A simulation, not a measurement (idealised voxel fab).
Module name: voxel double patterning (process module)
This is section cut - it's 210 nm across, gridded in 5 nm square cells.
A cross-section is a grid of square cells, given in bands from the top down. A band is one or more rows of cells. The band entry comprises the height of the band's top followed by the height of its bottom, expressed in nm, and subsequently the band's materials from left to right, each stated together with its width in nm. Where a single material is marked with the word "everywhere", that material fills the band from edge to edge. The word "empty" represents empty space. Height datum 0, below which the as-received substrate wafer is one material. Lowest band open at the bottom, running downward: "from 0 down". So if you see something like "30..40" for the width, read it as the top row of the band sitting at the first number and the bottom row at the second, with every row in between moving by the same amount as the last. It should be understood that the words "all unchanged", when stated for a given step, signify that the cross-section underwent no change in any of its cells during that step. You'll see "Closed void table" listing empty spaces that have no way open to the top, as long as they're 8 cells or more; the notation is width x height at distance, where the distance is from the left edge, and all of it is in nm. It should be noted that, on the line of a given step, the content following the step's settings is a remark produced by the simulator itself with respect to that step. You can add "overlay nm" to a step's line. For a step with a mask, it describes how far the mask lay to the right of its planned position, and a negative number describes a lay to the left.
-- The following list gives the planned process steps
1: RECEIVE, material Si
2: CONFORMAL_DEP, material SiN, thk nm 10
3: DIRECTIONAL_DEP, material SiO2, thk nm 10
4: DIRECTIONAL_DEP, material SiCN, thk nm 10
5: MASKED_ETCH, tone open, mask id FIRST, width nm 15, pitch nm 50, etch materials SiCN, depth nm 10, overlay nm 0
6: MASKED_ETCH, tone open, mask id SECOND, width nm 15, pitch nm 50, etch materials SiCN, depth nm 10, overlay nm 0
7: DIRECTIONAL_ETCH, etch materials SiO2, depth nm 10
8: STRIP, etch materials SiCN
-- Delivered wafer in cross-section: state after step 1
from 0 down | Si everywhere
Closed void table: none
-- This is how the wafer looks in cross-section once the module is done, given the starting state and plan above and one mistake in carrying the plan out
from 10 to 0 | SiO2=45; empty=15; SiO2=10; empty=15; SiO2=10; empty=15; SiO2=10; empty=15; SiO2=10; empty=15; SiO2=50
from 0 down | Si everywhere
Closed void table: none
Diagnosis: step 2 of the plan was bypassed and not carried out
